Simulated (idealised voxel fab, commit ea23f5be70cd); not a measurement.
process module | voxel plated lines
cross-section cut | 290 nm wide | cells 5 nm
A cross-section is a grid of square cells, given in bands from the top down. A band is one or more rows of cells.
Each band's line starts with the height of the band's top and of its bottom, in nm. Then come its materials from left to right, each with its width in nm. One material with "throughout" fills the band from edge to edge. "air" is empty space.
Height 0 is the level under which the wafer as received is all one material. The lowest band goes on downwards, as in "0 down".
A width such as "30 to 40" changes by the same amount from each row of cells to the next, from the band's top row to its bottom row.
"no change" after a step means that no cell of the cross-section changed.
closed voids: empty space of 8 cells or more with no open way to the top, each as width x height at its distance from the left edge, in nm
after a step's settings: what the simulator itself notes on the step
overlay nm, on a step with a mask: how far to the right of its planned place the mask lay; to the left if negative
plan
1 op RECEIVE | material Si
2 op CONFORMAL_DEP | material Al2O3 | thk nm 5
3 op DIRECTIONAL_DEP | material TiN | thk nm 5
4 op PATTERN | tone open | mask id LINES | material resist | width nm 30 | pitch nm 55 | thk nm 35 | overlay nm 0
5 op EPI | material Ru | thk nm 10
6 op EPI | material Ru | thk nm 5
7 op EPI | material Ru | thk nm 10
8 op STRIP | etch materials resist
9 op DIRECTIONAL_ETCH | etch materials TiN | depth nm 5
10 op CONFORMAL_DEP | material SiCN | thk nm 10
as received, after step 1
  0 down: Si throughout
  closed voids: none
a wafer at the end: this start, this plan, one mistake
  45 to 35: air 35 | TiN 50 | air 5 | TiN 50 | air 5 | TiN 50 | air 5 | TiN 50 | air 40
  35 to 15: air 35 | TiN 10 | Ru 30 | TiN 10 | air 5 | TiN 10 | Ru 30 | TiN 10 | air 5 | TiN 10 | Ru 30 | TiN 10 | air 5 | TiN 10 | Ru 30 | TiN 10 | air 40
  15 to 10: TiN 45 | Ru 30 | TiN 25 | Ru 30 | TiN 25 | Ru 30 | TiN 25 | Ru 30 | TiN 50
  10 to 5: TiN throughout
  5 to 0: Al2O3 throughout
  0 down: Si throughout
  closed voids: none
what went wrong: step 10 ran as: op CONFORMAL_DEP | material TiN | thk nm 10
